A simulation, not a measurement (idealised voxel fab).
The following process module bears the name voxel double patterning.
The figure presents cross-section cut, which has a width of 210 nm and is divided into square cells with an edge length of 5 nm.
Bands, listed from the top down, are how a cross-section gets written in this document; the cross-section itself is a grid of square cells, and a band is one or more rows of them.
Each band's line starts with the height of the band's top and of its bottom, in nm. Then come its materials from left to right, each with its width in nm. One material with "full width" fills the band from edge to edge. "air" is empty space.
A quick word on heights: they are counted from 0, and under that level the wafer as it came to us is one material throughout. The lowest band is different from the rest in having no bottom; it simply continues downward, written as in "0 -> down".
It should be noted that a width expressed as "30->40" varies in equal increments from row to row of cells within the band, taking the value of the first number at the top row and that of the second number at the bottom row.
Step note "everything unchanged" = no cross-section cell changed.
Empty spaces counting at least 8 cells and having no open way to the top are listed in "Enclosed cavities". The notation width x height at distance is used for each, the distance being from the left edge and all three values in nm.
Post-settings text on a step line: simulator's own remark regarding the step.
If you see "overlay nm" on a step's line and that step has a mask, it's telling you how far right of where it was planned the mask ended up; a negative number means it went left instead.

Here's what the planned process steps look like:
1) RECEIVE with material Si
2) CONFORMAL_DEP with material SiO2, thk nm 5
3) DIRECTIONAL_DEP with material polySi, thk nm 15
4) DIRECTIONAL_DEP with material SiCN, thk nm 5
5) PATTERN with tone open, mask id FIRST, material resist, width nm 15, pitch nm 50, thk nm 15, overlay nm 0
6) DIRECTIONAL_ETCH with etch materials SiCN, depth nm 5
7) STRIP with etch materials resist
8) PATTERN with tone open, mask id SECOND, material resist, width nm 15, pitch nm 50, thk nm 20, overlay nm 0
9) DIRECTIONAL_ETCH with etch materials SiCN, depth nm 5
10) STRIP with etch materials resist
11) DIRECTIONAL_ETCH with etch materials polySi, depth nm 15
12) STRIP with etch materials SiCN

This is the cross-section of the wafer as we received it, i.e. after step 1:
    0 -> down  Si full width
    Enclosed cavities: none

Cross-section, first of two wafers, end of module, run as planned:
    20 -> 5  polySi 45 | air 15 | polySi 10 | air 15 | polySi 10 | air 15 | polySi 10 | air 15 | polySi 10 | air 15 | polySi 50
    5 -> 0  SiO2 full width
    0 -> down  Si full width
    Enclosed cavities: none

End-of-module cross-section of the second wafer: identical starting point and process plan to the first, with one processing mistake:
    35 -> 20  polySi 45 | air 15 | polySi 10 | air 15 | polySi 10 | air 15 | polySi 10 | air 15 | polySi 10 | air 15 | polySi 50
    20 -> 5  polySi full width
    5 -> 0  SiO2 full width
    0 -> down  Si full width
    Enclosed cavities: none
Nonconformance to the process plan: it should be noted that step 3 of the plan was executed twice
Final comparison by cell count, materials where the second wafer has more or fewer than the first: 126 more of polySi
